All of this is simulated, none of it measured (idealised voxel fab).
Proc. module: voxel wiring stack
Square cell edge 5 nm, section width 295 nm, ID cut.
Reading order for cross-sections: top band down to bottom band. Underlying form: a grid of square cells. Band size: one or more rows of cells.
Each band's line starts with the height of the band's top and of its bottom, in nm. Then come its materials from left to right, each with its width in nm. One material with "full width" fills the band from edge to edge. "blank" is empty space.
The reference from which all heights are counted is 0, the level beneath which the as-received wafer is entirely one material; the lowest band, having no lower bound, proceeds downward and is written after the example "z 0 and below".
The width entry "30->40" should be interpreted row by row: the top row of cells in the band takes the first number, the bottom row takes the second number, and the change between adjacent rows is uniform throughout.
"stayed the same" means the step left every cell of the cross-section as it was.
Heads up: "Trapped voids" only lists the empty pockets with no open path to the top that are 8 cells or more, and it writes them as width x height at distance, distance from the left edge, in nm.
Whatever follows a step's settings on its line is a remark the simulator itself makes about that step.
"overlay nm" on a masked step: distance the mask lay right of its planned place, negative for left.
The steps planned for the process are as follows:
1 RECEIVE (material Si)
2 CONFORMAL_DEP (material SiO2; thk nm 15)
3 CONFORMAL_DEP (material SiN; thk nm 5)
4 DIRECTIONAL_DEP (material lowk; thk nm 15)
5 PATTERN (tone open; mask id METAL_1; material resist; width nm 25; pitch nm 55; thk nm 15; overlay nm 0)
6 DIRECTIONAL_ETCH (etch materials lowk; depth nm 15)
7 DIRECTIONAL_ETCH (etch materials SiN; depth nm 5)
8 STRIP (etch materials resist)
9 CONFORMAL_DEP (material TiN; thk nm 5)
10 FILL_DEP (material Cu; thk nm 10)
11 CMP (height nm 35)
12 CONFORMAL_DEP (material SiCN; thk nm 5)
13 DIRECTIONAL_DEP (material lowk; thk nm 10)
14 PATTERN (tone open; mask id PLUG_1; material resist; width nm 15; pitch nm 55; thk nm 20; overlay nm 0)
15 DIRECTIONAL_ETCH (etch materials lowk; depth nm 10)
16 DIRECTIONAL_ETCH (etch materials SiCN; depth nm 5)
17 STRIP (etch materials resist)
18 EPI (material Ru; thk nm 10)
19 EPI (material Ru; thk nm 5)
20 CONFORMAL_DEP (material SiCN; thk nm 5)
21 DIRECTIONAL_DEP (material SiO2; thk nm 25)
22 PATTERN (tone open; mask id METAL_2; material resist; width nm 25; pitch nm 55; thk nm 15; overlay nm 0)
23 DIRECTIONAL_ETCH (etch materials SiO2; depth nm 25)
24 DIRECTIONAL_ETCH (etch materials SiCN; depth nm 5)
25 STRIP (etch materials resist)
26 CONFORMAL_DEP (material TiN; thk nm 5)
27 FILL_DEP (material Ru; thk nm 5)
28 CMP (height nm 80)
29 CONFORMAL_DEP (material SiCN; thk nm 5)
30 DIRECTIONAL_DEP (material SiO2; thk nm 20)
31 MASKED_ETCH (tone open; mask id PLUG_2; width nm 15; pitch nm 110; etch materials SiO2; depth nm 20; overlay nm 0)
32 MASKED_ETCH (tone open; mask id PLUG_2; width nm 15; pitch nm 110; etch materials SiCN; depth nm 5; overlay nm 0)
33 EPI (material Ru; thk nm 10)
34 EPI (material Ru; thk nm 10)
35 EPI (material Ru; thk nm 5)
36 CONFORMAL_DEP (material SiCN; thk nm 5)
37 DIRECTIONAL_DEP (material lowk; thk nm 20)
38 MASKED_ETCH (tone open; mask id METAL_3; width nm 25; pitch nm 55; etch materials lowk; depth nm 20; overlay nm 0)
39 MASKED_ETCH (tone open; mask id METAL_3; width nm 25; pitch nm 55; etch materials SiCN; depth nm 5; overlay nm 0)
40 CONFORMAL_DEP (material TiN; thk nm 5)
41 FILL_DEP (material W; thk nm 10)
42 CMP (height nm 130)
43 CONFORMAL_DEP (material SiCN; thk nm 5)
44 DIRECTIONAL_DEP (material SiO2; thk nm 35)
45 MASKED_ETCH (tone open; mask id METAL_4_HOLES; width nm 15; pitch nm 55; etch materials SiO2; depth nm 35; overlay nm 0)
46 PATTERN (tone open; mask id METAL_4; material resist; width nm 25; pitch nm 55; thk nm 20; overlay nm 0)
47 DIRECTIONAL_ETCH (etch materials SiO2; depth nm 20)
48 DIRECTIONAL_ETCH (etch materials SiCN; depth nm 5)
49 STRIP (etch materials resist)
50 CONFORMAL_DEP (material TiN; thk nm 5)
51 FILL_DEP (material Ru; thk nm 10)
52 CMP (height nm 170)
53 CONFORMAL_DEP (material SiCN; thk nm 5)
Incoming wafer in cross-section (state: after step 1):
- z 0 and below  Si full width
- Trapped voids: none
First of two wafers, end-of-module section, run followed plan:
- z 175 to 170  SiCN full width
- z 170 to 155  80 SiO2, then 5 TiN, then 15 Ru, then 5 TiN, then 30 SiO2, then 5 TiN, then 15 Ru, then 5 TiN, then 30 SiO2, then 5 TiN, then 15 Ru, then 5 TiN, then 80 SiO2
- z 155 to 150  80 SiO2, then 5 TiN, then 5 Ru, then 15 TiN, then 30 SiO2, then 5 TiN, then 5 Ru, then 15 TiN, then 30 SiO2, then 5 TiN, then 5 Ru, then 15 TiN, then 80 SiO2
- z 150 to 135  80 SiO2, then 5 TiN, then 5 Ru, then 5 TiN, then 40 SiO2, then 5 TiN, then 5 Ru, then 5 TiN, then 40 SiO2, then 5 TiN, then 5 Ru, then 5 TiN, then 90 SiO2
- z 135 to 130  80 SiCN, then 15 TiN, then 40 SiCN, then 15 TiN, then 40 SiCN, then 15 TiN, then 90 SiCN
- z 130 to 110  80 lowk, then 5 TiN, then 15 W, then 5 TiN, then 30 lowk, then 5 TiN, then 15 W, then 5 TiN, then 30 lowk, then 5 TiN, then 15 W, then 5 TiN, then 80 lowk
- z 110 to 105  80 SiCN, then 25 TiN, then 30 SiCN, then 25 TiN, then 30 SiCN, then 25 TiN, then 80 SiCN
- z 105 to 85  80 SiO2, then 15 Ru, then 95 SiO2, then 15 Ru, then 90 SiO2
- z 85 to 80  80 SiCN, then 15 Ru, then 95 SiCN, then 15 Ru, then 90 SiCN
- z 80 to 55  80 SiO2, then 5 TiN, then 15 Ru, then 5 TiN, then 30 SiO2, then 5 TiN, then 15 Ru, then 5 TiN, then 30 SiO2, then 5 TiN, then 15 Ru, then 5 TiN, then 80 SiO2
- z 55 to 50  80 SiCN, then 25 TiN, then 30 SiCN, then 25 TiN, then 30 SiCN, then 25 TiN, then 80 SiCN
- z 50 to 40  80 lowk, then 15 Ru, then 40 lowk, then 15 Ru, then 40 lowk, then 15 Ru, then 90 lowk
- z 40 to 35  80 SiCN, then 15 Ru, then 40 SiCN, then 15 Ru, then 40 SiCN, then 15 Ru, then 90 SiCN
- z 35 to 20  80 lowk, then 5 TiN, then 15 Cu, then 5 TiN, then 30 lowk, then 5 TiN, then 15 Cu, then 5 TiN, then 30 lowk, then 5 TiN, then 15 Cu, then 5 TiN, then 80 lowk
- z 20 to 15  80 SiN, then 25 TiN, then 30 SiN, then 25 TiN, then 30 SiN, then 25 TiN, then 80 SiN
- z 15 to 0  SiO2 full width
- z 0 and below  Si full width
- Trapped voids: none
End-of-module cross-section of the second wafer: identical starting point and process plan to the first, with one processing mistake:
- z 175 to 170  SiCN full width
- z 170 to 155  80 SiO2, then 5 TiN, then 15 Ru, then 5 TiN, then 30 SiO2, then 5 TiN, then 15 Ru, then 5 TiN, then 30 SiO2, then 5 TiN, then 15 Ru, then 5 TiN, then 80 SiO2
- z 155 to 150  80 SiO2, then 5 TiN, then 5 Ru, then 15 TiN, then 30 SiO2, then 5 TiN, then 5 Ru, then 15 TiN, then 30 SiO2, then 5 TiN, then 5 Ru, then 15 TiN, then 80 SiO2
- z 150 to 135  80 SiO2, then 5 TiN, then 5 Ru, then 5 TiN, then 40 SiO2, then 5 TiN, then 5 Ru, then 5 TiN, then 40 SiO2, then 5 TiN, then 5 Ru, then 5 TiN, then 90 SiO2
- z 135 to 130  80 SiCN, then 15 TiN, then 40 SiCN, then 15 TiN, then 40 SiCN, then 15 TiN, then 90 SiCN
- z 130 to 120  80 lowk, then 5 TiN, then 15 W, then 5 TiN, then 30 lowk, then 5 TiN, then 15 W, then 5 TiN, then 30 lowk, then 5 TiN, then 15 W, then 5 TiN, then 80 lowk
- z 120 to 115  80 SiCN, then 25 TiN, then 30 SiCN, then 25 TiN, then 30 SiCN, then 25 TiN, then 80 SiCN
- z 115 to 95  80 SiO2, then 5 SiCN, then 5 TiN, then 5 SiCN, then 95 SiO2, then 5 SiCN, then 5 TiN, then 5 SiCN, then 90 SiO2
- z 95 to 85  SiO2 full width
- z 85 to 80  SiCN full width
- z 80 to 55  80 SiO2, then 5 TiN, then 15 Ru, then 5 TiN, then 30 SiO2, then 5 TiN, then 15 Ru, then 5 TiN, then 30 SiO2, then 5 TiN, then 15 Ru, then 5 TiN, then 80 SiO2
- z 55 to 50  80 SiCN, then 25 TiN, then 30 SiCN, then 25 TiN, then 30 SiCN, then 25 TiN, then 80 SiCN
- z 50 to 40  80 lowk, then 15 Ru, then 40 lowk, then 15 Ru, then 40 lowk, then 15 Ru, then 90 lowk
- z 40 to 35  80 SiCN, then 15 Ru, then 40 SiCN, then 15 Ru, then 40 SiCN, then 15 Ru, then 90 SiCN
- z 35 to 20  80 lowk, then 5 TiN, then 15 Cu, then 5 TiN, then 30 lowk, then 5 TiN, then 15 Cu, then 5 TiN, then 30 lowk, then 5 TiN, then 15 Cu, then 5 TiN, then 80 lowk
- z 20 to 15  80 SiN, then 25 TiN, then 30 SiN, then 25 TiN, then 30 SiN, then 25 TiN, then 80 SiN
- z 15 to 0  SiO2 full width
- z 0 and below  Si full width
- Trapped voids: none
It is concluded that the wafer was processed incorrectly with respect to the plan, in that planned and actual differ for step 30; actual: DIRECTIONAL_DEP (material SiO2; thk nm 30)
The final cell counts differ between the wafers, with the second having more or fewer of some materials than the first: Ru -30, SiCN +22, SiO2 +118, TiN -4, W -18, lowk -88
